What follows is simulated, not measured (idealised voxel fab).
voxel transistor to metal: a process module
150 nm wide, 5 nm square cells: that's cross-section cut.
Cross-section layout: square cells on a grid; listed as bands, top to bottom; a band spans one or more cell rows. This entry defines a band. It first specifies the height of the band's top and the height of its bottom in nm, and then specifies the band's materials from left to right, stating each material with its width in nm. The word "all across" identifies a single material that fills the band from edge to edge, while the word "blank" identifies empty space. Beneath 0, the wafer as received is one material, and that level is where height counting begins. The lowest band goes on downward without a bottom; it is written like "0 -> down". With a width like "30..40", each row of cells in the band differs from the next by the same amount, the top row carrying the first number and the bottom row the second. Where a step carries "identical to before", the cross-section came out of it unchanged, cell for cell. Reported under the label "Closed internal voids" are the empty spaces having no open way to the top and comprising 8 cells or more; the notation for each is width x height at distance, in which the distance is measured from the left edge and all three values are in nm. Read whatever lies past the settings on a step's line as the simulator's own remark about the step. The "overlay nm" setting may appear on a step's line; for a step that uses a mask, it gives how far to the right of its planned position the mask lay, and a negative value indicates the left. If you're wondering how to read the rest of this, here's the deal. It's pairs of cross-sections: one from before a process step, one from after it. The after one is only drawn as far down as the lowest band that changed. Right under each pair you'll see which step sits between them and what its settings were. Don't read the pairs as one continuous story, though. They can come from different runs of this module on the same starting wafer, and a pair only carries on from the one above it where its entry headed "Snapshot before" says so.

# Snapshot before
* -5 -> -10  blank 20 / SiO2 105 / blank 25
* -10 -> -20  blank 20 / SiO2 5 / Si 95 / SiO2 5 / blank 25
* -20 -> -25  SiO2 25 / Si 95 / SiO2 30
* -25 -> -40  SiO2 20 / Si 105 / SiO2 25
* -40 -> down  Si all across
* Closed internal voids: none

# Post-Step Snapshot
* 20 -> 5  blank 20 / polySi 105 / blank 25
* 5 -> -5  polySi all across
* -5 -> -10  polySi 20 / SiO2 105 / polySi 25
* -10 -> -20  polySi 20 / SiO2 5 / Si 95 / SiO2 5 / polySi 25
* Lower than -20, everything is as it was.
* Closed internal voids: none
The two cross-sections above bracket this step: DIRECTIONAL_DEP [material polySi] [thk nm 25]

Snapshot before: refer to the pair immediately above; the cross-section shown after its step is the state before this one.

# Post-Step Snapshot
* 35 -> 20  blank 20 / SiCN 105 / blank 25
* 20 -> 5  SiCN 20 / polySi 105 / SiCN 25
* Lower than 5, everything is as it was.
* Closed internal voids: none
The two cross-sections above bracket this step: DIRECTIONAL_DEP [material SiCN] [thk nm 15]

Snapshot before: refer to the pair immediately above; the cross-section shown after its step is the state before this one.

# Post-Step Snapshot
* 45 -> 35  blank 20 / aC 105 / blank 25
* 35 -> 30  blank 20 / SiCN 105 / blank 25
* 30 -> 20  aC 20 / SiCN 105 / aC 25
* Lower than 20, everything is as it was.
* Closed internal voids: none
The two cross-sections above bracket this step: DIRECTIONAL_DEP [material aC] [thk nm 10]

Snapshot before: refer to the pair immediately above; the cross-section shown after its step is the state before this one.

# Post-Step Snapshot
* 75 -> 45  blank 60 / resist 25 / blank 65
* Lower than 45, everything is as it was.
* Closed internal voids: none
The two cross-sections above bracket this step: PATTERN [tone cover] [mask id GATE] [material resist] [width nm 25] [thk nm 30] [overlay nm 0]

Snapshot before: refer to the pair immediately above; the cross-section shown after its step is the state before this one.

# Post-Step Snapshot
* 65 -> 45  blank 60 / resist 25 / blank 65
* 45 -> 35  blank 60 / aC 25 / blank 65
* 35 -> 20  blank 20 / SiCN 105 / blank 25
* Lower than 20, everything is as it was.
* Closed internal voids: none
The two cross-sections above bracket this step: DIRECTIONAL_ETCH [etch materials aC] [depth nm 10]

Snapshot before: refer to the pair immediately above; the cross-section shown after its step is the state before this one.

# Post-Step Snapshot
* 45 -> 35  blank 60 / aC 25 / blank 65
* Lower than 35, everything is as it was.
* Closed internal voids: none
The two cross-sections above bracket this step: STRIP [etch materials resist]

Snapshot before: refer to the pair immediately above; the cross-section shown after its step is the state before this one.

# Post-Step Snapshot
* 45 -> 35  blank 60 / aC 25 / blank 65
* 35 -> 20  blank 60 / SiCN 25 / blank 65
* 20 -> 5  blank 20 / polySi 105 / blank 25
* Lower than 5, everything is as it was.
* Closed internal voids: none
The two cross-sections above bracket this step: DIRECTIONAL_ETCH [etch materials SiCN] [depth nm 25]

Snapshot before: refer to the pair immediately above; the cross-section shown after its step is the state before this one.

# Post-Step Snapshot
* 45 -> 35  blank 60 / aC 25 / blank 65
* 35 -> 20  blank 60 / SiCN 25 / blank 65
* 20 -> -5  blank 60 / polySi 25 / blank 65
* -5 -> -10  blank 20 / SiO2 105 / blank 25
* -10 -> -20  blank 20 / SiO2 5 / Si 95 / SiO2 5 / blank 25
* Lower than -20, everything is as it was.
* Closed internal voids: none
The two cross-sections above bracket this step: DIRECTIONAL_ETCH [etch materials polySi] [depth nm 35]

Snapshot before: refer to the pair immediately above; the cross-section shown after its step is the state before this one.

# Post-Step Snapshot
* 35 -> 20  blank 60 / SiCN 25 / blank 65
* Lower than 20, everything is as it was.
* Closed internal voids: none
The two cross-sections above bracket this step: STRIP [etch materials aC]

Snapshot before: refer to the pair immediately above; the cross-section shown after its step is the state before this one.

# Post-Step Snapshot
* 40 -> 35  blank 55 / SiN 35 / blank 60
* 35 -> 20  blank 55 / SiN 5 / SiCN 25 / SiN 5 / blank 60
* 20 -> 0  blank 55 / SiN 5 / polySi 25 / SiN 5 / blank 60
* 0 -> -5  blank 15 / SiN 45 / polySi 25 / SiN 45 / blank 20
* -5 -> -10  blank 15 / SiN 5 / SiO2 105 / SiN 5 / blank 20
* -10 -> -15  blank 15 / SiN 5 / SiO2 5 / Si 95 / SiO2 5 / SiN 5 / blank 20
* -15 -> -20  SiN 20 / SiO2 5 / Si 95 / SiO2 5 / SiN 25
* Lower than -20, everything is as it was.
* Closed internal voids: none
The two cross-sections above bracket this step: CONFORMAL_DEP [material SiN] [thk nm 5]

Snapshot before: refer to the pair immediately above; the cross-section shown after its step is the state before this one.

# Post-Step Snapshot
* 35 -> 20  blank 55 / SiN 5 / SiCN 25 / SiN 5 / blank 60
* 20 -> -5  blank 55 / SiN 5 / polySi 25 / SiN 5 / blank 60
* -5 -> -10  blank 15 / SiN 5 / SiO2 105 / SiN 5 / blank 20
* -10 -> -20  blank 15 / SiN 5 / SiO2 5 / Si 95 / SiO2 5 / SiN 5 / blank 20
* Lower than -20, everything is as it was.
* Closed internal voids: none
The two cross-sections above bracket this step: DIRECTIONAL_ETCH [etch materials SiN] [depth nm 5]

Snapshot before: refer to the pair immediately above; the cross-section shown after its step is the state before this one.

# Post-Step Snapshot
* 35 -> 20  blank 55 / SiN 5 / SiCN 25 / SiN 5 / blank 60
* 20 -> -5  blank 55 / SiN 5 / polySi 25 / SiN 5 / blank 60
* -5 -> -10  blank 15 / SiN 5 / blank 35 / SiO2 35 / blank 35 / SiN 5 / blank 20
* -10 -> -20  blank 15 / SiN 5 / SiO2 5 / Si 95 / SiO2 5 / SiN 5 / blank 20
* -20 -> -25  blank 15 / SiO2 10 / Si 95 / SiO2 10 / blank 20
* Lower than -25, everything is as it was.
* Closed internal voids: none
The two cross-sections above bracket this step: DIRECTIONAL_ETCH [etch materials SiO2] [depth nm 5]

Snapshot before: refer to the pair immediately above; the cross-section shown after its step is the state before this one.

# Post-Step Snapshot
* 35 -> 20  blank 55 / SiN 5 / SiCN 25 / SiN 5 / blank 60
* 20 -> -5  blank 55 / SiN 5 / polySi 25 / SiN 5 / blank 60
* -5 -> -10  blank 15 / SiN 5 / blank 35 / SiO2 35 / blank 35 / SiN 5 / blank 20
* -10 -> -15  blank 15 / SiN 5 / SiO2 5 / blank 30 / Si 35 / blank 30 / SiO2 5 / SiN 5 / blank 20
* Lower than -15, everything is as it was.
* Closed internal voids: none
The two cross-sections above bracket this step: DIRECTIONAL_ETCH [etch materials Si] [depth nm 5]

Snapshot before: refer to the pair immediately above; the cross-section shown after its step is the state before this one.

# Post-Step Snapshot
* 35 -> 20  blank 55 / SiN 5 / SiCN 25 / SiN 5 / blank 60
* 20 -> -5  blank 55 / SiN 5 / polySi 25 / SiN 5 / blank 60
* -5 -> -10  blank 15 / SiN 5 / blank 30 / SiGe 5 / SiO2 35 / SiGe 5 / blank 30 / SiN 5 / blank 20
* -10 -> -15  blank 15 / SiN 5 / SiO2 5 / SiGe 30 / Si 35 / SiGe 30 / SiO2 5 / SiN 5 / blank 20
* Lower than -15, everything is as it was.
* Closed internal voids: none
The two cross-sections above bracket this step: EPI [material SiGe] [thk nm 5]

Snapshot before: refer to the pair immediately above; the cross-section shown after its step is the state before this one.

# Post-Step Snapshot
* 45 -> 35  SiO2 all across
* 35 -> 20  SiO2 55 / SiN 5 / SiCN 25 / SiN 5 / SiO2 60
* 20 -> -5  SiO2 55 / SiN 5 / polySi 25 / SiN 5 / SiO2 60
* -5 -> -10  SiO2 15 / SiN 5 / SiO2 30 / SiGe 5 / SiO2 35 / SiGe 5 / SiO2 30 / SiN 5 / SiO2 20
* -10 -> -15  SiO2 15 / SiN 5 / SiO2 5 / SiGe 30 / Si 35 / SiGe 30 / SiO2 5 / SiN 5 / SiO2 20
* -15 -> -20  SiO2 15 / SiN 5 / SiO2 5 / Si 95 / SiO2 5 / SiN 5 / SiO2 20
* -20 -> -25  SiO2 25 / Si 95 / SiO2 30
* Lower than -25, everything is as it was.
* Closed internal voids: none
The two cross-sections above bracket this step: FILL_DEP [material SiO2] [thk nm 10]

Snapshot before: refer to the pair immediately above; the cross-section shown after its step is the state before this one.

# Post-Step Snapshot
* 20 -> -5  SiO2 55 / SiN 5 / polySi 25 / SiN 5 / SiO2 60
* Lower than -5, everything is as it was.
* Closed internal voids: none
The two cross-sections above bracket this step: CMP [height nm 20]

Snapshot before: refer to the pair immediately above; the cross-section shown after its step is the state before this one.

# Post-Step Snapshot
* 20 -> -5  SiO2 55 / SiN 5 / blank 25 / SiN 5 / SiO2 60
* Lower than -5, everything is as it was.
* Closed internal voids: none
The two cross-sections above bracket this step: STRIP [etch materials polySi]

Snapshot before: refer to the pair immediately above; the cross-section shown after its step is the state before this one.

# Post-Step Snapshot
* 20 -> 15  blank 55 / SiN 5 / blank 25 / SiN 5 / blank 60
* 15 -> -5  SiO2 55 / SiN 5 / blank 25 / SiN 5 / SiO2 60
* -5 -> -10  SiO2 15 / SiN 5 / SiO2 30 / SiGe 5 / blank 35 / SiGe 5 / SiO2 30 / SiN 5 / SiO2 20
* Lower than -10, everything is as it was.
* Closed internal voids: none
The two cross-sections above bracket this step: SELECTIVE_ETCH [etch materials SiO2] [depth nm 5]

Snapshot before: refer to the pair immediately above; the cross-section shown after its step is the state before this one.

# Post-Step Snapshot
* 25 -> 20  blank 50 / HfO2 15 / blank 15 / HfO2 15 / blank 55
* 20 -> 15  HfO2 55 / SiN 5 / HfO2 5 / blank 15 / HfO2 5 / SiN 5 / HfO2 60
* 15 -> -5  SiO2 55 / SiN 5 / HfO2 5 / blank 15 / HfO2 5 / SiN 5 / SiO2 60
* -5 -> -10  SiO2 15 / SiN 5 / SiO2 30 / SiGe 5 / HfO2 35 / SiGe 5 / SiO2 30 / SiN 5 / SiO2 20
* Lower than -10, everything is as it was.
* Closed internal voids: none
The two cross-sections above bracket this step: CONFORMAL_DEP [material HfO2] [thk nm 5]

Snapshot before: refer to the pair immediately above; the cross-section shown after its step is the state before this one.

# Post-Step Snapshot
* 30 -> 25  blank 45 / TiN 25 / blank 5 / TiN 25 / blank 50
* 25 -> 20  TiN 50 / HfO2 15 / TiN 5 / blank 5 / TiN 5 / HfO2 15 / TiN 55
* 20 -> 15  HfO2 55 / SiN 5 / HfO2 5 / TiN 5 / blank 5 / TiN 5 / HfO2 5 / SiN 5 / HfO2 60
* 15 -> 0  SiO2 55 / SiN 5 / HfO2 5 / TiN 5 / blank 5 / TiN 5 / HfO2 5 / SiN 5 / SiO2 60
* 0 -> -5  SiO2 55 / SiN 5 / HfO2 5 / TiN 15 / HfO2 5 / SiN 5 / SiO2 60
* Lower than -5, everything is as it was.
* Closed internal voids: none
The two cross-sections above bracket this step: CONFORMAL_DEP [material TiN] [thk nm 5]

Snapshot before: refer to the pair immediately above; the cross-section shown after its step is the state before this one.

# Post-Step Snapshot
* 35 -> 30  W all across
* 30 -> 25  W 45 / TiN 25 / W 5 / TiN 25 / W 50
* 25 -> 20  TiN 50 / HfO2 15 / TiN 5 / W 5 / TiN 5 / HfO2 15 / TiN 55
* 20 -> 15  HfO2 55 / SiN 5 / HfO2 5 / TiN 5 / W 5 / TiN 5 / HfO2 5 / SiN 5 / HfO2 60
* 15 -> 0  SiO2 55 / SiN 5 / HfO2 5 / TiN 5 / W 5 / TiN 5 / HfO2 5 / SiN 5 / SiO2 60
* Lower than 0, everything is as it was.
* Closed internal voids: none
The two cross-sections above bracket this step: FILL_DEP [material W] [thk nm 5]

Snapshot before: refer to the pair immediately above; the cross-section shown after its step is the state before this one.

# Post-Step Snapshot
* 15 -> 0  SiO2 55 / SiN 5 / HfO2 5 / TiN 5 / W 5 / TiN 5 / HfO2 5 / SiN 5 / SiO2 60
* Lower than 0, everything is as it was.
* Closed internal voids: none
The two cross-sections above bracket this step: CMP [height nm 15]

Snapshot before: refer to the pair immediately above; the cross-section shown after its step is the state before this one.

# Post-Step Snapshot
* 25 -> 15  SiO2 all across
* Lower than 15, everything is as it was.
* Closed internal voids: none
The two cross-sections above bracket this step: DIRECTIONAL_DEP [material SiO2] [thk nm 10]

Snapshot before: refer to the pair immediately above; the cross-section shown after its step is the state before this one.

# Post-Step Snapshot
* 25 -> 15  SiO2 25 / blank 15 / SiO2 65 / blank 15 / SiO2 30
* 15 -> 0  SiO2 25 / blank 15 / SiO2 15 / SiN 5 / HfO2 5 / TiN 5 / W 5 / TiN 5 / HfO2 5 / SiN 5 / SiO2 15 / blank 15 / SiO2 30
* 0 -> -5  SiO2 25 / blank 15 / SiO2 15 / SiN 5 / HfO2 5 / TiN 15 / HfO2 5 / SiN 5 / SiO2 15 / blank 15 / SiO2 30
* -5 -> -10  SiO2 15 / SiN 5 / SiO2 5 / blank 15 / SiO2 10 / SiGe 5 / HfO2 35 / SiGe 5 / SiO2 10 / blank 15 / SiO2 5 / SiN 5 / SiO2 20
* Lower than -10, everything is as it was.
* Closed internal voids: none
The two cross-sections above bracket this step: MASKED_ETCH [tone open] [mask id CONTACT] [width nm 15] [pitch nm 80] [etch materials SiO2] [depth nm 35] [overlay nm 0]

Snapshot before: refer to the pair immediately above; the cross-section shown after its step is the state before this one.

# Post-Step Snapshot
* 30 -> 25  TiN 30 / blank 5 / TiN 75 / blank 5 / TiN 35
* 25 -> 15  SiO2 25 / TiN 5 / blank 5 / TiN 5 / SiO2 65 / TiN 5 / blank 5 / TiN 5 / SiO2 30
* 15 -> 0  SiO2 25 / TiN 5 / blank 5 / TiN 5 / SiO2 15 / SiN 5 / HfO2 5 / TiN 5 / W 5 / TiN 5 / HfO2 5 / SiN 5 / SiO2 15 / TiN 5 / blank 5 / TiN 5 / SiO2 30
* 0 -> -5  SiO2 25 / TiN 5 / blank 5 / TiN 5 / SiO2 15 / SiN 5 / HfO2 5 / TiN 15 / HfO2 5 / SiN 5 / SiO2 15 / TiN 5 / blank 5 / TiN 5 / SiO2 30
* -5 -> -10  SiO2 15 / SiN 5 / SiO2 5 / TiN 15 / SiO2 10 / SiGe 5 / HfO2 35 / SiGe 5 / SiO2 10 / TiN 15 / SiO2 5 / SiN 5 / SiO2 20
* Lower than -10, everything is as it was.
* Closed internal voids: none
The two cross-sections above bracket this step: CONFORMAL_DEP [material TiN] [thk nm 5]

Snapshot before: refer to the pair immediately above; the cross-section shown after its step is the state before this one.

# Post-Step Snapshot
* 40 -> 30  W all across
* 30 -> 25  TiN 30 / W 5 / TiN 75 / W 5 / TiN 35
* 25 -> 15  SiO2 25 / TiN 5 / W 5 / TiN 5 / SiO2 65 / TiN 5 / W 5 / TiN 5 / SiO2 30
* 15 -> 0  SiO2 25 / TiN 5 / W 5 / TiN 5 / SiO2 15 / SiN 5 / HfO2 5 / TiN 5 / W 5 / TiN 5 / HfO2 5 / SiN 5 / SiO2 15 / TiN 5 / W 5 / TiN 5 / SiO2 30
* 0 -> -5  SiO2 25 / TiN 5 / W 5 / TiN 5 / SiO2 15 / SiN 5 / HfO2 5 / TiN 15 / HfO2 5 / SiN 5 / SiO2 15 / TiN 5 / W 5 / TiN 5 / SiO2 30
* Lower than -5, everything is as it was.
* Closed internal voids: none
The two cross-sections above bracket this step: FILL_DEP [material W] [thk nm 10]

Snapshot before: refer to the pair immediately above; the cross-section shown after its step is the state before this one.

# Post-Step Snapshot
* 25 -> 15  SiO2 25 / TiN 5 / W 5 / TiN 5 / SiO2 65 / TiN 5 / W 5 / TiN 5 / SiO2 30
* Lower than 15, everything is as it was.
* Closed internal voids: none
The two cross-sections above bracket this step: CMP [height nm 25]

Snapshot before: refer to the pair immediately above; the cross-section shown after its step is the state before this one.

# Post-Step Snapshot
* 30 -> 25  TiN all across
* Lower than 25, everything is as it was.
* Closed internal voids: none
The two cross-sections above bracket this step: DIRECTIONAL_DEP [material TiN] [thk nm 5]

Snapshot before: refer to the pair immediately above; the cross-section shown after its step is the state before this one.

# Post-Step Snapshot
* 45 -> 30  W all across
* Lower than 30, everything is as it was.
* Closed internal voids: none
The two cross-sections above bracket this step: DIRECTIONAL_DEP [material W] [thk nm 15]

Snapshot before: refer to the pair immediately above; the cross-section shown after its step is the state before this one.

# Post-Step Snapshot
* 65 -> 45  blank 25 / resist 15 / blank 65 / resist 15 / blank 30
* Lower than 45, everything is as it was.
* Closed internal voids: none
The two cross-sections above bracket this step: PATTERN [tone cover] [mask id METAL_1] [material resist] [width nm 15] [pitch nm 80] [thk nm 20] [overlay nm 0]

Snapshot before: refer to the pair immediately above; the cross-section shown after its step is the state before this one.

# Post-Step Snapshot
* 65 -> 45  blank 25 / resist 15 / blank 65 / resist 15 / blank 30
* 45 -> 30  blank 25 / W 15 / blank 65 / W 15 / blank 30
* Lower than 30, everything is as it was.
* Closed internal voids: none
The two cross-sections above bracket this step: DIRECTIONAL_ETCH [etch materials W] [depth nm 15]

Snapshot before: refer to the pair immediately above; the cross-section shown after its step is the state before this one.

# Post-Step Snapshot
* 65 -> 45  blank 25 / resist 15 / blank 65 / resist 15 / blank 30
* 45 -> 30  blank 25 / W 15 / blank 65 / W 15 / blank 30
* 30 -> 25  blank 25 / TiN 15 / blank 65 / TiN 15 / blank 30
* Lower than 25, everything is as it was.
* Closed internal voids: none
The two cross-sections above bracket this step: DIRECTIONAL_ETCH [etch materials TiN] [depth nm 5]

Snapshot before: refer to the pair immediately above; the cross-section shown after its step is the state before this one.

# Post-Step Snapshot
* 45 -> 30  blank 25 / W 15 / blank 65 / W 15 / blank 30
* Lower than 30, everything is as it was.
* Closed internal voids: none
The two cross-sections above bracket this step: STRIP [etch materials resist]

Snapshot before: refer to the pair immediately above; the cross-section shown after its step is the state before this one.

# Post-Step Snapshot
* 50 -> 45  SiO2 all across
* 45 -> 30  SiO2 25 / W 15 / SiO2 65 / W 15 / SiO2 30
* 30 -> 25  SiO2 25 / TiN 15 / SiO2 65 / TiN 15 / SiO2 30
* Lower than 25, everything is as it was.
* Closed internal voids: none
The two cross-sections above bracket this step: FILL_DEP [material SiO2] [thk nm 5]

Snapshot before: refer to the pair immediately above; the cross-section shown after its step is the state before this one.

# Post-Step Snapshot
* 45 -> 30  SiO2 25 / W 15 / SiO2 65 / W 15 / SiO2 30
* Lower than 30, everything is as it was.
* Closed internal voids: none
The two cross-sections above bracket this step: CMP [height nm 45]

Snapshot before: refer to the pair immediately above; the cross-section shown after its step is the state before this one.

# Post-Step Snapshot
* 50 -> 45  SiN all across
* Lower than 45, everything is as it was.
* Closed internal voids: none
The two cross-sections above bracket this step: CONFORMAL_DEP [material SiN] [thk nm 5]

# Snapshot before
* 15 -> 0  SiO2 20 / SiN 105 / SiO2 25
* 0 -> -5  SiO2 all across
* -5 -> -40  SiO2 20 / Si 105 / SiO2 25
* -40 -> down  Si all across
* Closed internal voids: none

# Post-Step Snapshot
* 15 -> 0  SiO2 20 / blank 105 / SiO2 25
* Lower than 0, everything is as it was.
* Closed internal voids: none
The two cross-sections above bracket this step: STRIP [etch materials SiN]

Snapshot before: refer to the pair immediately above; the cross-section shown after its step is the state before this one.

# Post-Step Snapshot
* 0 -> -5  SiO2 5 / blank 135 / SiO2 10
* -5 -> -15  SiO2 5 / blank 15 / Si 105 / blank 15 / SiO2 10
* Lower than -15, everything is as it was.
* Closed internal voids: none
The two cross-sections above bracket this step: SELECTIVE_ETCH [etch materials SiO2] [depth nm 15]

Snapshot before: refer to the pair immediately above; the cross-section shown after its step is the state before this one.

# Post-Step Snapshot
* -5 -> -20  blank 20 / Si 105 / blank 20 / SiO2 5
* Lower than -20, everything is as it was.
* Closed internal voids: none
The two cross-sections above bracket this step: SELECTIVE_ETCH [etch materials SiO2] [depth nm 5]

Snapshot before: refer to the pair immediately above; the cross-section shown after its step is the state before this one.

# Post-Step Snapshot
* -5 -> -10  blank 20 / SiO2 105 / blank 20 / SiO2 5
* -10 -> -20  blank 20 / SiO2 5 / Si 95 / SiO2 5 / blank 20 / SiO2 5
* -20 -> -25  SiO2 25 / Si 95 / SiO2 30
* Lower than -25, everything is as it was.
* Closed internal voids: none
The two cross-sections above bracket this step: OXIDIZE [depth nm 5]

Snapshot before: refer to the pair immediately above; the cross-section shown after its step is the state before this one.

# Post-Step Snapshot
* 20 -> 5  blank 20 / polySi 105 / blank 20 / polySi 5
* 5 -> -5  polySi all across
* -5 -> -10  polySi 20 / SiO2 105 / polySi 20 / SiO2 5
* -10 -> -20  polySi 20 / SiO2 5 / Si 95 / SiO2 5 / polySi 20 / SiO2 5
* Lower than -20, everything is as it was.
* Closed internal voids: none
The two cross-sections above bracket this step: DIRECTIONAL_DEP [material polySi] [thk nm 25]

Snapshot before: refer to the pair immediately above; the cross-section shown after its step is the state before this one.

# Post-Step Snapshot
* 35 -> 20  blank 20 / SiCN 105 / blank 20 / SiCN 5
* 20 -> 5  SiCN 20 / polySi 105 / SiCN 20 / polySi 5
* Lower than 5, everything is as it was.
* Closed internal voids: none
The two cross-sections above bracket this step: DIRECTIONAL_DEP [material SiCN] [thk nm 15]

Snapshot before: refer to the pair immediately above; the cross-section shown after its step is the state before this one.

# Post-Step Snapshot
* 45 -> 35  blank 20 / aC 105 / blank 20 / aC 5
* 35 -> 30  blank 20 / SiCN 105 / blank 20 / SiCN 5
* 30 -> 20  aC 20 / SiCN 105 / aC 20 / SiCN 5
* Lower than 20, everything is as it was.
* Closed internal voids: none
The two cross-sections above bracket this step: DIRECTIONAL_DEP [material aC] [thk nm 10]

Snapshot before: refer to the pair immediately above; the cross-section shown after its step is the state before this one.

# Post-Step Snapshot
* 75 -> 45  blank 60 / resist 25 / blank 65
* Lower than 45, everything is as it was.
* Closed internal voids: none
The two cross-sections above bracket this step: PATTERN [tone cover] [mask id GATE] [material resist] [width nm 25] [thk nm 30] [overlay nm 0]

Snapshot before: refer to the pair immediately above; the cross-section shown after its step is the state before this one.

# Post-Step Snapshot
* 65 -> 45  blank 60 / resist 25 / blank 65
* 45 -> 35  blank 60 / aC 25 / blank 65
* 35 -> 20  blank 20 / SiCN 105 / blank 20 / SiCN 5
* Lower than 20, everything is as it was.
* Closed internal voids: none
The two cross-sections above bracket this step: DIRECTIONAL_ETCH [etch materials aC] [depth nm 10]

Snapshot before: refer to the pair immediately above; the cross-section shown after its step is the state before this one.

# Post-Step Snapshot
* 45 -> 35  blank 60 / aC 25 / blank 65
* Lower than 35, everything is as it was.
* Closed internal voids: none
The two cross-sections above bracket this step: STRIP [etch materials resist]

Snapshot before: refer to the pair immediately above; the cross-section shown after its step is the state before this one.

# Post-Step Snapshot
* 45 -> 35  blank 60 / aC 25 / blank 65
* 35 -> 20  blank 60 / SiCN 25 / blank 65
* 20 -> 5  blank 20 / polySi 105 / blank 20 / polySi 5
* Lower than 5, everything is as it was.
* Closed internal voids: none
The two cross-sections above bracket this step: DIRECTIONAL_ETCH [etch materials SiCN] [depth nm 25]

Snapshot before: refer to the pair immediately above; the cross-section shown after its step is the state before this one.

# Post-Step Snapshot
* 45 -> 35  blank 60 / aC 25 / blank 65
* 35 -> 20  blank 60 / SiCN 25 / blank 65
* 20 -> -5  blank 60 / polySi 25 / blank 65
* -5 -> -10  blank 20 / SiO2 105 / blank 20 / SiO2 5
* -10 -> -20  blank 20 / SiO2 5 / Si 95 / SiO2 5 / blank 20 / SiO2 5
* Lower than -20, everything is as it was.
* Closed internal voids: none
The two cross-sections above bracket this step: DIRECTIONAL_ETCH [etch materials polySi] [depth nm 35]

Snapshot before: refer to the pair immediately above; the cross-section shown after its step is the state before this one.

# Post-Step Snapshot
* 35 -> 20  blank 60 / SiCN 25 / blank 65
* Lower than 20, everything is as it was.
* Closed internal voids: none
The two cross-sections above bracket this step: STRIP [etch materials aC]

Snapshot before: refer to the pair immediately above; the cross-section shown after its step is the state before this one.

# Post-Step Snapshot
* 40 -> 35  blank 55 / SiN 35 / blank 60
* 35 -> 20  blank 55 / SiN 5 / SiCN 25 / SiN 5 / blank 60
* 20 -> 0  blank 55 / SiN 5 / polySi 25 / SiN 5 / blank 60
* 0 -> -5  blank 15 / SiN 45 / polySi 25 / SiN 45 / blank 10 / SiN 10
* -5 -> -10  blank 15 / SiN 5 / SiO2 105 / SiN 5 / blank 10 / SiN 5 / SiO2 5
* -10 -> -15  blank 15 / SiN 5 / SiO2 5 / Si 95 / SiO2 5 / SiN 5 / blank 10 / SiN 5 / SiO2 5
* -15 -> -20  SiN 20 / SiO2 5 / Si 95 / SiO2 5 / SiN 20 / SiO2 5
* Lower than -20, everything is as it was.
* Closed internal voids: none
The two cross-sections above bracket this step: CONFORMAL_DEP [material SiN] [thk nm 5]

Snapshot before: refer to the pair immediately above; the cross-section shown after its step is the state before this one.

# Post-Step Snapshot
* 35 -> 20  blank 55 / SiN 5 / SiCN 25 / SiN 5 / blank 60
* 20 -> -5  blank 55 / SiN 5 / polySi 25 / SiN 5 / blank 60
* -5 -> -10  blank 15 / SiN 5 / SiO2 105 / SiN 5 / blank 10 / SiN 5 / SiO2 5
* -10 -> -20  blank 15 / SiN 5 / SiO2 5 / Si 95 / SiO2 5 / SiN 5 / blank 10 / SiN 5 / SiO2 5
* Lower than -20, everything is as it was.
* Closed internal voids: none
The two cross-sections above bracket this step: DIRECTIONAL_ETCH [etch materials SiN] [depth nm 5]

Snapshot before: refer to the pair immediately above; the cross-section shown after its step is the state before this one.

# Post-Step Snapshot
* 35 -> 20  blank 55 / SiN 5 / SiCN 25 / SiN 5 / blank 60
* 20 -> -5  blank 55 / SiN 5 / polySi 25 / SiN 5 / blank 60
* -5 -> -10  blank 15 / SiN 5 / blank 35 / SiO2 35 / blank 35 / SiN 5 / blank 10 / SiN 5 / blank 5
* -10 -> -20  blank 15 / SiN 5 / SiO2 5 / Si 95 / SiO2 5 / SiN 5 / blank 10 / SiN 5 / SiO2 5
* -20 -> -25  blank 15 / SiO2 10 / Si 95 / SiO2 10 / blank 10 / SiO2 10
* Lower than -25, everything is as it was.
* Closed internal voids: none
The two cross-sections above bracket this step: DIRECTIONAL_ETCH [etch materials SiO2] [depth nm 5]

Snapshot before: refer to the pair immediately above; the cross-section shown after its step is the state before this one.

# Post-Step Snapshot
* 35 -> 20  blank 55 / SiN 5 / SiCN 25 / SiN 5 / blank 60
* 20 -> -5  blank 55 / SiN 5 / polySi 25 / SiN 5 / blank 60
* -5 -> -10  blank 15 / SiN 5 / blank 35 / SiO2 35 / blank 35 / SiN 5 / blank 10 / SiN 5 / blank 5
* -10 -> -15  blank 15 / SiN 5 / SiO2 5 / blank 30 / Si 35 / blank 30 / SiO2 5 / SiN 5 / blank 10 / SiN 5 / SiO2 5
* Lower than -15, everything is as it was.
* Closed internal voids: none
The two cross-sections above bracket this step: DIRECTIONAL_ETCH [etch materials Si] [depth nm 5]

Snapshot before: refer to the pair immediately above; the cross-section shown after its step is the state before this one.

# Post-Step Snapshot
* 35 -> 20  blank 55 / SiN 5 / SiCN 25 / SiN 5 / blank 60
* 20 -> -5  blank 55 / SiN 5 / polySi 25 / SiN 5 / blank 60
* -5 -> -10  blank 15 / SiN 5 / blank 30 / SiGe 5 / SiO2 35 / SiGe 5 / blank 30 / SiN 5 / blank 10 / SiN 5 / blank 5
* -10 -> -15  blank 15 / SiN 5 / SiO2 5 / SiGe 30 / Si 35 / SiGe 30 / SiO2 5 / SiN 5 / blank 10 / SiN 5 / SiO2 5
* Lower than -15, everything is as it was.
* Closed internal voids: none
The two cross-sections above bracket this step: EPI [material SiGe] [thk nm 5]

Snapshot before: refer to the pair immediately above; the cross-section shown after its step is the state before this one.

# Post-Step Snapshot
* 45 -> 35  SiO2 all across
* 35 -> 20  SiO2 55 / SiN 5 / SiCN 25 / SiN 5 / SiO2 60
* 20 -> -5  SiO2 55 / SiN 5 / polySi 25 / SiN 5 / SiO2 60
* -5 -> -10  SiO2 15 / SiN 5 / SiO2 30 / SiGe 5 / SiO2 35 / SiGe 5 / SiO2 30 / SiN 5 / SiO2 10 / SiN 5 / SiO2 5
* -10 -> -15  SiO2 15 / SiN 5 / SiO2 5 / SiGe 30 / Si 35 / SiGe 30 / SiO2 5 / SiN 5 / SiO2 10 / SiN 5 / SiO2 5
* -15 -> -20  SiO2 15 / SiN 5 / SiO2 5 / Si 95 / SiO2 5 / SiN 5 / SiO2 10 / SiN 5 / SiO2 5
* -20 -> -25  SiO2 25 / Si 95 / SiO2 30
* Lower than -25, everything is as it was.
* Closed internal voids: none
The two cross-sections above bracket this step: FILL_DEP [material SiO2] [thk nm 10]

Snapshot before: refer to the pair immediately above; the cross-section shown after its step is the state before this one.

# Post-Step Snapshot
* 20 -> -5  SiO2 55 / SiN 5 / polySi 25 / SiN 5 / SiO2 60
* Lower than -5, everything is as it was.
* Closed internal voids: none
The two cross-sections above bracket this step: CMP [height nm 20]

Snapshot before: refer to the pair immediately above; the cross-section shown after its step is the state before this one.

# Post-Step Snapshot
* 20 -> -5  SiO2 55 / SiN 5 / blank 25 / SiN 5 / SiO2 60
* Lower than -5, everything is as it was.
* Closed internal voids: none
The two cross-sections above bracket this step: STRIP [etch materials polySi]
